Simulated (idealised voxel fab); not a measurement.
process module | voxel released beams
cross-section cut | 160 nm wide | cells 5 nm
A cross-section is a grid of square cells, given in bands from the top down. A band is one or more rows of cells.
Each band's line starts with the height of the band's top and of its bottom, in nm. Then come its materials from left to right, each with its width in nm. One material with "throughout" fills the band from edge to edge. "air" is empty space.
Height 0 is the level under which the wafer as received is all one material. The lowest band goes on downwards, as in "0 down".
A width such as "30 to 40" changes by the same amount from each row of cells to the next, from the band's top row to its bottom row.
"no change" after a step means that no cell of the cross-section changed.
closed voids: empty space of 8 cells or more with no open way to the top, each as width x height at its distance from the left edge, in nm
after a step's settings: what the simulator itself notes on the step
overlay nm, on a step with a mask: how far to the right of its planned place the mask lay; to the left if negative
plan
1 op RECEIVE | material Si
2 op CONFORMAL_DEP | material SiN | thk nm 5
3 op DIRECTIONAL_DEP | material SiO2 | thk nm 10
4 op DIRECTIONAL_DEP | material aC | thk nm 10
5 op PATTERN | tone open | mask id ANCHOR | material resist | width nm 30 | thk nm 30 | overlay nm 0
6 op DIRECTIONAL_ETCH | etch materials aC | depth nm 10
7 op STRIP | etch materials resist
8 op DIRECTIONAL_ETCH | etch materials SiO2 | depth nm 5
9 op STRIP | etch materials aC
10 op CONFORMAL_DEP | material polySi | thk nm 10
11 op PATTERN | tone cover | mask id BEAM | material resist | width nm 105 | thk nm 15 | overlay nm 0
12 op DIRECTIONAL_ETCH | etch materials polySi | depth nm 10
13 op STRIP | etch materials resist
14 op STRIP | etch materials SiO2
varied across the wafers: depth nm of step 8. The plan shows the first wafer's value. All wafers start alike
first wafer as received, after step 1
  0 down: Si throughout
  closed voids: none
each wafer at the end: cells of each material gained (+) or lost (-) since it was received, then its closed voids
depth nm 5 | +32 SiN | closed voids: none
depth nm 10 | +32 SiN | +50 polySi | closed voids: none
depth nm 15 | +32 SiN | +50 polySi | closed voids: none
depth nm 20 | +32 SiN | +50 polySi | closed voids: none
depth nm 25 | +32 SiN | +50 polySi | closed voids: none
